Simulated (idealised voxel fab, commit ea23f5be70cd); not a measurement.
voxel spacer lines: a process module
Pictured: cross-section cut, 175 nm wide, on a grid of 5 nm square cells.
Square cells in a grid make up a cross-section in this document, and the grid is given as bands, listed from the top down, each one or more rows of cells.
Heights first: top, then bottom, in nm. Then materials, left to right, each with a width in nm. "everywhere" on a single material: fills the band edge to edge. "blank": empty space.
The level at which height equals 0 is the one under which the wafer, as it arrives, is entirely one material. No lower edge exists for the bottom band, which continues downward and is notated as in "from 0 down".
A width given as "30->40" starts at the first number in the band's top row and ends at the second number in its bottom row, shifting by an equal amount at every step from row to row.
It should be understood that the words "nothing got changed", when stated for a given step, signify that the cross-section underwent no change in any of its cells during that step.
"Voids, sealed" enumerates empty spaces isolated from the top, with no open way to it, that contain at least 8 cells, giving each as width x height at distance from the left edge, all three in nm.
Text after the settings on a step's line: the simulator's own remark on that step.
When a step includes a mask, the "overlay nm" setting on its line states how far to the right of its planned place that mask lay, and negative values state how far to the left.
## Steps planned for the process
1: RECEIVE with material Si
2: CONFORMAL_DEP with material Al2O3, thk nm 10
3: DIRECTIONAL_DEP with material TiN, thk nm 10
4: DIRECTIONAL_DEP with material aC, thk nm 30
5: PATTERN with tone cover, mask id MANDREL, material resist, width nm 20, pitch nm 60, thk nm 40, overlay nm 0
6: DIRECTIONAL_ETCH with etch materials aC, depth nm 30
7: STRIP with etch materials resist
8: CONFORMAL_DEP with material SiN, thk nm 10
9: DIRECTIONAL_ETCH with etch materials SiN, depth nm 10
10: STRIP with etch materials aC
11: DIRECTIONAL_ETCH with etch materials TiN, depth nm 10
12: STRIP with etch materials SiN
## As-received wafer cross-section (after step 1)
- from 0 down  Si everywhere
- Voids, sealed: none
## Result of the module, cross-sectioned: start per above, plan per above, one error in how it was run
- from 15 to 10  35 of blank | 10 of TiN | 20 of blank | 10 of TiN | 20 of blank | 10 of TiN | 20 of blank | 10 of TiN | 40 of blank
- from 10 to 0  Al2O3 everywhere
- from 0 down  Si everywhere
- Voids, sealed: none
Run error: step 3 was processed under conditions differing from the plan, specifically as DIRECTIONAL_DEP with material TiN, thk nm 5
